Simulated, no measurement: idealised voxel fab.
Module name: voxel self aligned contacts (process module)
This is section cut - it's 245 nm across, gridded in 5 nm square cells.
Just so we're on the same page, the cross-sections are grids of square cells, and they're listed out in bands top to bottom, each band one or more rows deep.
A band entry consists of two parts. The first gives the height of the band's top and the height of its bottom, in nm. The rest lists the band's materials from left to right, each with its width in nm. A single material labelled with the word "throughout" fills the band from edge to edge, and the word "empty" marks empty space.
Heights are measured from 0, the level below which the as-received wafer is all one material; the lowest band has no bottom and continues downward, written as in "0 and below".
So if you see something like "30 to 40" for the width, read it as the top row of the band sitting at the first number and the bottom row at the second, with every row in between moving by the same amount as the last.
It should be understood that the words "left unchanged", when stated for a given step, signify that the cross-section underwent no change in any of its cells during that step.
"Closed cavity list" contains a list of empty spaces, each no smaller than 8 cells and without an open way to the top, written in the form width x height at distance with the distance from the left edge and all three in nm.
Read whatever lies past the settings on a step's line as the simulator's own remark about the step.
When a step includes a mask, the "overlay nm" setting on its line states how far to the right of its planned place that mask lay, and negative values state how far to the left.
# Intended process steps
| 1 | RECEIVE, material Si |
| 2 | OXIDIZE, depth nm 5 |
| 3 | DIRECTIONAL_DEP, material polySi, thk nm 30 |
| 4 | DIRECTIONAL_DEP, material SiN, thk nm 20 |
| 5 | DIRECTIONAL_DEP, material aC, thk nm 10 |
| 6 | PATTERN, tone cover, mask id GATE, material resist, width nm 35, pitch nm 80, thk nm 30, overlay nm 0 |
| 7 | DIRECTIONAL_ETCH, etch materials aC, depth nm 10 |
| 8 | STRIP, etch materials resist |
| 9 | DIRECTIONAL_ETCH, etch materials SiN, depth nm 20 |
| 10 | DIRECTIONAL_ETCH, etch materials polySi, depth nm 30 |
| 11 | STRIP, etch materials aC |
| 12 | CONFORMAL_DEP, material SiN, thk nm 10 |
| 13 | DIRECTIONAL_ETCH, etch materials SiN, depth nm 10 |
| 14 | FILL_DEP, material SiO2, thk nm 10 |
| 15 | CMP, height nm 55 |
| 16 | MASKED_ETCH, tone open, mask id CONTACT, width nm 55, etch materials SiO2, depth nm 60, overlay nm 0 |
| 17 | CONFORMAL_DEP, material TiN, thk nm 5 |
| 18 | FILL_DEP, material Ru, thk nm 5 |
| 19 | CMP, height nm 55 |
| 20 | CONFORMAL_DEP, material SiN, thk nm 5 |
# Cross-section: wafer on arrival = after step 1
	0 and below = Si throughout
	Closed cavity list: none
# Cross-section: first of two wafers, module finished, run according to plan
	60 down to 55 = SiN throughout
	55 down to 50 = SiO2=95 | TiN=20 | Ru=15 | TiN=20 | SiO2=95
	50 down to 30 = SiO2=55 | SiN=55 | TiN=5 | Ru=15 | TiN=5 | SiN=55 | SiO2=55
	30 down to 0 = SiO2=55 | SiN=10 | polySi=35 | SiN=10 | TiN=5 | Ru=15 | TiN=5 | SiN=10 | polySi=35 | SiN=10 | SiO2=55
	0 down to -5 = SiO2=110 | TiN=25 | SiO2=110
	-5 and below = Si throughout
	Closed cavity list: none
# This is the second of the two wafers, cross-sectioned at the end of the module; it started exactly like the first and was given the same plan, but it was run with one mistake
	60 down to 55 = SiN throughout
	55 down to 50 = SiO2=95 | TiN=55 | SiO2=95
	50 down to 30 = SiN=75 | SiO2=15 | SiN=65 | SiO2=15 | SiN=75
	30 down to 0 = polySi=65 | SiN=10 | SiO2=15 | SiN=10 | polySi=45 | SiN=10 | SiO2=15 | SiN=10 | polySi=65
	0 down to -5 = SiO2 throughout
	-5 and below = Si throughout
	Closed cavity list: none
Deviation noted in wafer processing: contrary to plan, step 6 was performed as PATTERN, tone open, mask id GATE, material resist, width nm 35, pitch nm 80, thk nm 30, overlay nm 0
Wafer comparison, final, in cells, second relative to first, materials more or fewer: -33 Ru, +84 SiN, -155 SiO2, -22 TiN, +126 polySi
